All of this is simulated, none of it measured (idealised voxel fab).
The document below concerns the process module designated voxel ribs on slabs.
Shown is cross-section cut, with a width of 215 nm and square cells of size 5 nm.
Cross-section format: a grid of square cells, given as bands from top to bottom; each band is one or more rows of cells. First you get the band's top height and its bottom height, in nm, and then the materials it's made of, left to right, with each width in nm. If you see a single material with "edge to edge", that one covers the band edge to edge. "blank" is empty space. Measure heights from 0. That's the level where, below it, the as-received wafer is all one material. The lowest band is bottomless and extends downward; write it as in "0..down". The expression "30->40" gives the width at the extremes of the band, the first number at its top row of cells and the second at its bottom row, with the width changing by equal amounts from each row to the next in between. "nothing altered", as given for a step, is the statement that not any cell of the cross-section underwent a change during that step. What "Cavities, closed" gives you is every empty space of 8 cells or more that is cut off from the top. Each appears as width x height at distance, with the distance taken from the left edge and width, height and distance all in nm. Where a step's line continues beyond its settings, the continuation is a remark by the simulator itself on that step. "overlay nm" denotes, for a step that has a mask, the displacement of the mask to the right of its planned place, with negative values corresponding to the left.
Planned process steps:
1,RECEIVE with material Si
2,DIRECTIONAL_DEP with material SiO2, thk nm 25
3,DIRECTIONAL_DEP with material SiN, thk nm 25
4,MASKED_ETCH with tone cover, mask id RIB, width nm 30, etch materials SiN, depth nm 15, overlay nm 0
5,DIRECTIONAL_DEP with material aC, thk nm 15
6,PATTERN with tone cover, mask id SLAB, material resist, width nm 60, thk nm 35, overlay nm 0
7,DIRECTIONAL_ETCH with etch materials aC, depth nm 15
8,STRIP with etch materials resist
9,DIRECTIONAL_ETCH with etch materials SiN, depth nm 10
10,STRIP with etch materials aC
11,FILL_DEP with material SiO2, thk nm 25
12,CMP with height nm 70
13,DIRECTIONAL_DEP with material W, thk nm 10
14,PATTERN with tone cover, mask id HEATER, material resist, width nm 40, thk nm 20, overlay nm -15
15,DIRECTIONAL_ETCH with etch materials W, depth nm 10
16,STRIP with etch materials resist
17,CONFORMAL_DEP with material SiO2, thk nm 5
Heads up: all these wafers start the same, and what changes between them is the overlay nm in step 14. The value you see in the plan is just what the first wafer got.
Cross-sectional view of the first of several wafers in the as-received condition, corresponding to the state following step 1:
- 0..down  Si edge to edge
- Cavities, closed: none
The following table contains a row per wafer, in which are reported, at the conclusion of the module, the cells of each material gained (+) or lost (-) since the wafer's receipt, with its closed voids given thereafter:
overlay nm -15; +42 SiN; +607 SiO2; +16 W; Cavities, closed: none
overlay nm -10; +42 SiN; +607 SiO2; +16 W; Cavities, closed: none
overlay nm -5; +42 SiN; +607 SiO2; +16 W; Cavities, closed: none
overlay nm 0; +42 SiN; +607 SiO2; +16 W; Cavities, closed: none
overlay nm 5; +42 SiN; +607 SiO2; +16 W; Cavities, closed: none
overlay nm 10; +42 SiN; +607 SiO2; +16 W; Cavities, closed: none
overlay nm 15; +42 SiN; +607 SiO2; +16 W; Cavities, closed: none
